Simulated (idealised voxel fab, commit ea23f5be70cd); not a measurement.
The following is a process module called voxel quadruple lines.
Xsec cut, 280 nm wide, square cell size 5 nm.
Notation: cross-section as square-cell grid; stated in bands, top first, going down; one or more cell rows per band.
It is stipulated that each band's entry specify, in nanometres, the height of the top of the band and then that of its bottom, followed by the materials of the band in left-to-right sequence, each together with its width in nanometres. A single material marked by the word "edge to edge" is understood to fill the band from edge to edge; the word "blank" is understood to denote empty space.
Height reference: 0 = level under which incoming wafer is all one material. Lowest band: no bottom, runs on downward, e.g. "0 down".
Graded width ("30..40"): value in top row of band = first number; value in bottom row = second number; row-to-row change constant.
Where a step carries "no change", the cross-section came out of it unchanged, cell for cell.
Basically, "Closed void entries" tells you about the enclosed voids: empty spaces with no open way to the top, 8 cells or bigger, each written width x height at distance, where distance is from the left edge, all in nm.
It should be noted that, on the line of a given step, the content following the step's settings is a remark produced by the simulator itself with respect to that step.
overlay nm: how far to the right of its planned place the mask lay on this masked step (negative: to the left).

LISTED BELOW ARE THE PROCESS STEPS AS PLANNED
| 1 | RECEIVE: material Si |
| 2 | CONFORMAL_DEP: material SiO2, thk nm 5 |
| 3 | DIRECTIONAL_DEP: material W, thk nm 15 |
| 4 | DIRECTIONAL_DEP: material polySi, thk nm 20 |
| 5 | DIRECTIONAL_DEP: material aC, thk nm 20 |
| 6 | PATTERN: tone cover, mask id MANDREL, material resist, width nm 25, thk nm 30, overlay nm -15 |
| 7 | DIRECTIONAL_ETCH: etch materials aC, depth nm 20 |
| 8 | STRIP: etch materials resist |
| 9 | CONFORMAL_DEP: material SiO2, thk nm 15 |
| 10 | DIRECTIONAL_ETCH: etch materials SiO2, depth nm 15 |
| 11 | STRIP: etch materials aC |
| 12 | DIRECTIONAL_ETCH: etch materials polySi, depth nm 20 |
| 13 | STRIP: etch materials SiO2 |
| 14 | CONFORMAL_DEP: material SiCN, thk nm 5 |
| 15 | DIRECTIONAL_ETCH: etch materials SiCN, depth nm 5 |
| 16 | STRIP: etch materials polySi |
| 17 | DIRECTIONAL_ETCH: etch materials W, depth nm 15 |
| 18 | STRIP: etch materials SiCN |
Quick note for whoever runs this: the wafers start identical, but the overlay nm at step 6 isn't the same across them. The plan just shows what the first wafer had.

AS-RECEIVED STATE AFTER STEP 1, FIRST OF SEVERAL WAFERS, CROSS-SECTION
> 0 down  Si edge to edge
> Closed void entries: none

HEADS UP, THIS TABLE GOES WAFER BY WAFER. A ROW TELLS YOU, AT THE END OF THE MODULE, HOW MANY CELLS OF EACH MATERIAL THAT WAFER HAS PUT ON (+) OR DROPPED (-) SINCE IT WAS RECEIVED, AND THEN ITS CLOSED VOIDS
overlay nm -15 | +56 SiO2 | +12 W | Closed void entries: none
overlay nm -10 | +56 SiO2 | +12 W | Closed void entries: none
overlay nm -5 | +56 SiO2 | +12 W | Closed void entries: none
overlay nm 0 | +56 SiO2 | +12 W | Closed void entries: none
overlay nm 5 | +56 SiO2 | +12 W | Closed void entries: none
overlay nm 10 | +56 SiO2 | +12 W | Closed void entries: none
overlay nm 15 | +56 SiO2 | +12 W | Closed void entries: none
